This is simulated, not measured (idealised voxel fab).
process module | voxel double patterning
cross-section cut | 215 nm wide | cells 5 nm
A cross-section is a grid of square cells, given in bands from the top down. A band is one or more rows of cells.
Each band's line starts with the height of the band's top and of its bottom, in nm. Then come its materials from left to right, each with its width in nm. One material with "throughout" fills the band from edge to edge. "air" is empty space.
Height 0 is the level under which the wafer as received is all one material. The lowest band goes on downwards, as in "0 down".
A width such as "30 to 40" changes by the same amount from each row of cells to the next, from the band's top row to its bottom row.
"no change" after a step means that no cell of the cross-section changed.
closed voids: empty space of 8 cells or more with no open way to the top, each as width x height at its distance from the left edge, in nm
after a step's settings: what the simulator itself notes on the step
overlay nm, on a step with a mask: how far to the right of its planned place the mask lay; to the left if negative
plan
1 op RECEIVE | material Si
2 op CONFORMAL_DEP | material SiO2 | thk nm 10
3 op DIRECTIONAL_DEP | material polySi | thk nm 10
4 op DIRECTIONAL_DEP | material SiN | thk nm 5
5 op DIRECTIONAL_DEP | material aC | thk nm 15
6 op PATTERN | tone open | mask id FIRST | material resist | width nm 15 | pitch nm 50 | thk nm 30 | overlay nm 0
7 op DIRECTIONAL_ETCH | etch materials aC | depth nm 15
8 op STRIP | etch materials resist
9 op DIRECTIONAL_ETCH | etch materials SiN | depth nm 5
10 op STRIP | etch materials aC
11 op MASKED_ETCH | tone open | mask id SECOND | width nm 15 | etch materials SiN | depth nm 5 | overlay nm 0
12 op DIRECTIONAL_ETCH | etch materials polySi | depth nm 10
13 op STRIP | etch materials SiN
as received, after step 1
  0 down: Si throughout
  closed voids: none
a wafer at the end: this start, this plan, one mistake
  15 to 10: polySi 75 | air 15 | polySi 10 | air 15 | polySi 10 | air 15 | polySi 75
  10 to 0: SiO2 throughout
  0 down: Si throughout
  closed voids: none
what went wrong: step 3 ran as: op DIRECTIONAL_DEP | material polySi | thk nm 5
